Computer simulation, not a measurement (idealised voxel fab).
The name of this process module is voxel capacitor over wiring.
We display cut, a cross-section 165 nm in width whose square cells are each 5 nm.
A cross-section in this document is a grid of square cells, and it is written down as bands, the top band listed before the ones below it; a band is made up of one or more rows of cells. Top height, bottom height, nm. Materials left to right, width each, nm. Single material + "full width" = fills band edge to edge. "blank" = empty. Height reference: 0 = level under which incoming wafer is all one material. Lowest band: no bottom, runs on downward, e.g. "0 -> down". When a width is written as two numbers, as in "30..40", the first number is the width in the top row of cells of the band and the second is the width in its bottom row, and the width changes by the same amount from each row to the next. What does "remains unaltered" mean for a step? It means no cell of the cross-section changed in that step. "Closed void listing" means: voids of 8 cells or more that are shut off from the top with no open way through. Written width x height at distance, distance from the left edge, in nm. Post-settings text on a step line: simulator's own remark regarding the step. "overlay nm" answers the question of how far to the right of plan the mask lay on a step that has a mask, and when it is negative the answer is to the left.
# The following list gives the planned process steps
1) RECEIVE: material Si
2) CONFORMAL_DEP: material SiO2, thk nm 10
3) CONFORMAL_DEP: material SiN, thk nm 5
4) DIRECTIONAL_DEP: material lowk, thk nm 20
5) DIRECTIONAL_DEP: material aC, thk nm 15
6) PATTERN: tone open, mask id METAL_1, material resist, width nm 20, pitch nm 90, thk nm 35, overlay nm 0
7) DIRECTIONAL_ETCH: etch materials aC, depth nm 15
8) STRIP: etch materials resist
9) DIRECTIONAL_ETCH: etch materials lowk, depth nm 20
10) DIRECTIONAL_ETCH: etch materials SiN, depth nm 5
11) STRIP: etch materials aC
12) CONFORMAL_DEP: material TiN, thk nm 5
13) FILL_DEP: material Cu, thk nm 5
14) CMP: height nm 35
15) CONFORMAL_DEP: material SiCN, thk nm 5
16) DIRECTIONAL_DEP: material lowk, thk nm 20
17) PATTERN: tone open, mask id PLUG_1, material resist, width nm 15, thk nm 15, overlay nm 0
18) DIRECTIONAL_ETCH: etch materials lowk, depth nm 20
19) DIRECTIONAL_ETCH: etch materials SiCN, depth nm 5
20) STRIP: etch materials resist
21) EPI: material Ru, thk nm 10
22) EPI: material Ru, thk nm 10
23) EPI: material Ru, thk nm 5
24) DIRECTIONAL_DEP: material TiN, thk nm 5
25) DIRECTIONAL_DEP: material HfO2, thk nm 5
26) DIRECTIONAL_DEP: material TiN, thk nm 5
27) MASKED_ETCH: tone cover, mask id UPPER_PLATE, width nm 75, etch materials TiN, depth nm 5, overlay nm 0
28) MASKED_ETCH: tone cover, mask id UPPER_PLATE, width nm 75, etch materials HfO2, depth nm 5, overlay nm 0
29) PATTERN: tone cover, mask id LOWER_PLATE, material resist, width nm 85, thk nm 20, overlay nm 0
30) DIRECTIONAL_ETCH: etch materials TiN, depth nm 5
31) STRIP: etch materials resist
32) FILL_DEP: material SiO2, thk nm 15
33) CMP: height nm 85
34) DIRECTIONAL_DEP: material aC, thk nm 10
35) PATTERN: tone open, mask id PLUG_2, material resist, width nm 15, thk nm 30, overlay nm 0
36) DIRECTIONAL_ETCH: etch materials aC, depth nm 10
37) STRIP: etch materials resist
38) DIRECTIONAL_ETCH: etch materials SiO2, depth nm 10
39) STRIP: etch materials aC
40) CONFORMAL_DEP: material TiN, thk nm 5
41) FILL_DEP: material Cu, thk nm 10
42) CMP: height nm 85
43) CONFORMAL_DEP: material SiCN, thk nm 5
# Incoming wafer, cross-sectional view, post step 1
- 0 -> down | Si full width
- Closed void listing: none
# Wafer cross-section at module end: first of two, run to plan
- 90 -> 85 | SiCN full width
- 85 -> 80 | SiO2 40 nm / TiN 5 nm / Cu 5 nm / TiN 5 nm / SiO2 110 nm
- 80 -> 70 | SiO2 40..30 nm / TiN 15..75 nm / SiO2 110..60 nm
- 70 -> 65 | SiO2 30 nm / HfO2 75 nm / SiO2 60 nm
- 65 -> 60 | SiO2 25 nm / TiN 85 nm / SiO2 55 nm
- 60 -> 40 | lowk 30 nm / Ru 15 nm / lowk 120 nm
- 40 -> 35 | SiCN 30 nm / Ru 15 nm / SiCN 120 nm
- 35 -> 15 | lowk 25 nm / TiN 5 nm / Cu 10 nm / TiN 5 nm / lowk 70 nm / TiN 5 nm / Cu 10 nm / TiN 5 nm / lowk 30 nm
- 15 -> 10 | SiN 25 nm / TiN 20 nm / SiN 70 nm / TiN 20 nm / SiN 30 nm
- 10 -> 0 | SiO2 full width
- 0 -> down | Si full width
- Closed void listing: none
# second wafer at the end: like start, like plan, one mistake
- 90 -> 85 | SiCN full width
- 85 -> 80 | SiO2 40 nm / TiN 5 nm / Cu 5 nm / TiN 5 nm / SiO2 110 nm
- 80 -> 70 | SiO2 40..35 nm / TiN 15..70 nm / SiO2 110..60 nm
- 70 -> 65 | SiO2 30 nm / HfO2 75 nm / SiO2 60 nm
- 65 -> 60 | SiO2 25 nm / TiN 85 nm / SiO2 55 nm
- 60 -> 40 | lowk 30 nm / Ru 15 nm / lowk 120 nm
- 40 -> 35 | SiCN 30 nm / Ru 15 nm / SiCN 120 nm
- 35 -> 15 | lowk 25 nm / TiN 5 nm / Cu 10 nm / TiN 5 nm / lowk 70 nm / TiN 5 nm / Cu 10 nm / TiN 5 nm / lowk 30 nm
- 15 -> 10 | SiN 25 nm / TiN 20 nm / SiN 70 nm / TiN 20 nm / SiN 30 nm
- 10 -> 0 | SiO2 full width
- 0 -> down | Si full width
- Closed void listing: none
It is concluded that the wafer was processed incorrectly with respect to the plan, in that the process deviated at step 27: the operation and settings actually run there were MASKED_ETCH: tone cover, mask id UPPER_PLATE, width nm 70, etch materials TiN, depth nm 5, overlay nm 0
Final comparison by cell count, materials where the second wafer has more or fewer than the first: SiO2 +1 | TiN -1
